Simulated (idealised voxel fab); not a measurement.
Process module under the name voxel wiring stack
Square cells of 5 nm make up the cross-section cut, whose width is 285 nm.
Heads up, the way a cross-section reads in here is a grid of square cells, handed over as bands from the top down, with every band being one or more rows of cells.
First you get the band's top height and its bottom height, in nm, and then the materials it's made of, left to right, with each width in nm. If you see a single material with "throughout", that one covers the band edge to edge. "blank" is empty space.
Convention: height 0 is the level below which the wafer, as received, is all one material. The lowest band does not terminate at the bottom but continues downward, represented as "0 -> down".
You'd read "30->40" like this: the band's top row of cells is as wide as the first number, its bottom row is as wide as the second, and going down, every row changes width by the same amount as the row before did.
"nothing was modified" for a step: no cell of the cross-section changed in that step.
In "Enclosed void listing" the enclosed voids are listed, meaning empty spaces of 8 cells or larger without any opening to the top. The form is width x height at distance, distance from the left edge, units nm.
That trailing text on a step's line, after the settings, is the simulator's own remark on the step.
Regarding "overlay nm": on a step with a mask, it is the distance the mask lay to the right of its planned place; a negative value places it to the left.

Set out below are the planned steps of the process:
step 1: RECEIVE [material Si]
step 2: CONFORMAL_DEP [material SiO2] [thk nm 10]
step 3: CONFORMAL_DEP [material SiN] [thk nm 5]
step 4: DIRECTIONAL_DEP [material lowk] [thk nm 25]
step 5: MASKED_ETCH [tone open] [mask id METAL_1] [width nm 25] [pitch nm 55] [etch materials lowk] [depth nm 25] [overlay nm 0]
step 6: MASKED_ETCH [tone open] [mask id METAL_1] [width nm 25] [pitch nm 55] [etch materials SiN] [depth nm 5] [overlay nm 0]
step 7: CONFORMAL_DEP [material TiN] [thk nm 5]
step 8: FILL_DEP [material Cu] [thk nm 5]
step 9: CMP [height nm 40]
step 10: CONFORMAL_DEP [material SiCN] [thk nm 5]
step 11: DIRECTIONAL_DEP [material SiO2] [thk nm 25]
step 12: DIRECTIONAL_DEP [material aC] [thk nm 10]
step 13: PATTERN [tone open] [mask id METAL_2_HOLES] [material resist] [width nm 15] [thk nm 30] [overlay nm 0]
step 14: DIRECTIONAL_ETCH [etch materials aC] [depth nm 10]
step 15: STRIP [etch materials resist]
step 16: DIRECTIONAL_ETCH [etch materials SiO2] [depth nm 25]
step 17: STRIP [etch materials aC]
step 18: MASKED_ETCH [tone open] [mask id METAL_2] [width nm 25] [pitch nm 55] [etch materials SiO2] [depth nm 15] [overlay nm 0]
step 19: MASKED_ETCH [tone open] [mask id METAL_2] [width nm 25] [pitch nm 55] [etch materials SiCN] [depth nm 5] [overlay nm 0]
step 20: CONFORMAL_DEP [material TiN] [thk nm 5]
step 21: FILL_DEP [material Cu] [thk nm 5]
step 22: CMP [height nm 70]
step 23: CONFORMAL_DEP [material SiCN] [thk nm 5]
step 24: DIRECTIONAL_DEP [material SiO2] [thk nm 30]
step 25: MASKED_ETCH [tone open] [mask id METAL_3] [width nm 25] [pitch nm 55] [etch materials SiO2] [depth nm 20] [overlay nm 0]
step 26: DIRECTIONAL_DEP [material aC] [thk nm 10]
step 27: PATTERN [tone open] [mask id METAL_3_HOLES] [material resist] [width nm 15] [pitch nm 55] [thk nm 25] [overlay nm 0]
step 28: DIRECTIONAL_ETCH [etch materials aC] [depth nm 10]
step 29: STRIP [etch materials resist]
step 30: DIRECTIONAL_ETCH [etch materials SiO2] [depth nm 10]
step 31: DIRECTIONAL_ETCH [etch materials SiCN] [depth nm 5]
step 32: STRIP [etch materials aC]
step 33: CONFORMAL_DEP [material TiN] [thk nm 5]
step 34: FILL_DEP [material Cu] [thk nm 5]
step 35: CMP [height nm 105]
step 36: CONFORMAL_DEP [material SiCN] [thk nm 5]
step 37: DIRECTIONAL_DEP [material SiO2] [thk nm 25]
step 38: PATTERN [tone open] [mask id METAL_4_HOLES] [material resist] [width nm 15] [pitch nm 55] [thk nm 20] [overlay nm 0]
step 39: DIRECTIONAL_ETCH [etch materials SiO2] [depth nm 25]
step 40: STRIP [etch materials resist]
step 41: PATTERN [tone open] [mask id METAL_4] [material resist] [width nm 25] [pitch nm 55] [thk nm 20] [overlay nm 0]
step 42: DIRECTIONAL_ETCH [etch materials SiO2] [depth nm 15]
step 43: DIRECTIONAL_ETCH [etch materials SiCN] [depth nm 5]
step 44: STRIP [etch materials resist]
step 45: CONFORMAL_DEP [material TiN] [thk nm 5]
step 46: FILL_DEP [material Cu] [thk nm 10]
step 47: CMP [height nm 135]
step 48: CONFORMAL_DEP [material SiN] [thk nm 5]

Cross-section of the wafer as it came to us, i.e., already through step 1:
  0 -> down = Si throughout
  Enclosed void listing: none

Looking at the first of two wafers in cross-section at end of module - ran to plan:
  140 -> 135 = SiN throughout
  135 -> 125 = SiO2: 100 / TiN: 5 / Cu: 15 / TiN: 5 / SiO2: 30 / TiN: 5 / Cu: 15 / TiN: 5 / SiO2: 105
  125 -> 120 = SiO2: 100 / TiN: 5 / Cu: 5 / TiN: 15 / SiO2: 30 / TiN: 5 / Cu: 5 / TiN: 15 / SiO2: 105
  120 -> 110 = SiO2: 100 / TiN: 5 / Cu: 5 / TiN: 5 / SiO2: 40 / TiN: 5 / Cu: 5 / TiN: 5 / SiO2: 115
  110 -> 105 = SiCN: 100 / TiN: 15 / SiCN: 40 / TiN: 15 / SiCN: 115
  105 -> 90 = SiO2: 100 / TiN: 5 / Cu: 15 / TiN: 5 / SiO2: 30 / TiN: 5 / Cu: 15 / TiN: 5 / SiO2: 105
  90 -> 85 = SiO2: 100 / TiN: 5 / Cu: 5 / TiN: 15 / SiO2: 30 / TiN: 5 / Cu: 5 / TiN: 15 / SiO2: 105
  85 -> 75 = SiO2: 100 / TiN: 5 / Cu: 5 / TiN: 5 / SiO2: 40 / TiN: 5 / Cu: 5 / TiN: 5 / SiO2: 115
  75 -> 70 = SiCN: 100 / TiN: 15 / SiCN: 40 / TiN: 15 / SiCN: 115
  70 -> 60 = SiO2: 100 / TiN: 5 / Cu: 15 / TiN: 5 / SiO2: 30 / TiN: 5 / Cu: 15 / TiN: 5 / SiO2: 105
  60 -> 55 = SiO2: 100 / TiN: 5 / Cu: 5 / TiN: 15 / SiO2: 30 / TiN: 25 / SiO2: 105
  55 -> 45 = SiO2: 100 / TiN: 5 / Cu: 5 / TiN: 5 / SiO2: 170
  45 -> 40 = SiCN: 100 / TiN: 15 / SiCN: 170
  40 -> 15 = lowk: 100 / TiN: 5 / Cu: 15 / TiN: 5 / lowk: 30 / TiN: 5 / Cu: 15 / TiN: 5 / lowk: 105
  15 -> 10 = SiN: 100 / TiN: 25 / SiN: 30 / TiN: 25 / SiN: 105
  10 -> 0 = SiO2 throughout
  0 -> down = Si throughout
  Enclosed void listing: none

Wafer two (of two), end-of-module cross-section: start = wafer one, plan = wafer one, one run mistake:
  140 -> 135 = SiN throughout
  135 -> 125 = SiO2: 100 / TiN: 5 / Cu: 15 / TiN: 5 / SiO2: 30 / TiN: 5 / Cu: 15 / TiN: 5 / SiO2: 105
  125 -> 120 = SiO2: 100 / TiN: 5 / Cu: 5 / TiN: 15 / SiO2: 30 / TiN: 5 / Cu: 5 / TiN: 15 / SiO2: 105
  120 -> 110 = SiO2: 100 / TiN: 5 / Cu: 5 / TiN: 5 / SiO2: 40 / TiN: 5 / Cu: 5 / TiN: 5 / SiO2: 115
  110 -> 105 = SiCN: 100 / TiN: 15 / SiCN: 40 / TiN: 15 / SiCN: 115
  105 -> 90 = SiO2: 100 / TiN: 5 / Cu: 15 / TiN: 5 / SiO2: 30 / TiN: 5 / Cu: 15 / TiN: 5 / SiO2: 105
  90 -> 85 = SiO2: 100 / TiN: 5 / Cu: 5 / TiN: 15 / SiO2: 30 / TiN: 5 / Cu: 5 / TiN: 15 / SiO2: 105
  85 -> 75 = SiO2: 100 / TiN: 5 / Cu: 5 / TiN: 5 / SiO2: 40 / TiN: 5 / Cu: 5 / TiN: 5 / SiO2: 115
  75 -> 70 = SiCN: 100 / TiN: 15 / SiCN: 40 / TiN: 15 / SiCN: 115
  70 -> 60 = SiO2: 100 / TiN: 5 / Cu: 5 / TiN: 5 / SiO2: 170
  60 -> 55 = SiO2: 100 / TiN: 15 / SiO2: 170
  55 -> 45 = SiO2 throughout
  45 -> 40 = SiCN throughout
  40 -> 15 = lowk: 100 / TiN: 5 / Cu: 15 / TiN: 5 / lowk: 30 / TiN: 5 / Cu: 15 / TiN: 5 / lowk: 105
  15 -> 10 = SiN: 100 / TiN: 25 / SiN: 30 / TiN: 25 / SiN: 105
  10 -> 0 = SiO2 throughout
  0 -> down = Si throughout
  Enclosed void listing: none
Run error: step 11, plan: ran twice
at the end the second wafer has, in cells: 13 fewer of Cu | 3 more of SiCN | 27 more of SiO2 | 17 fewer of TiN
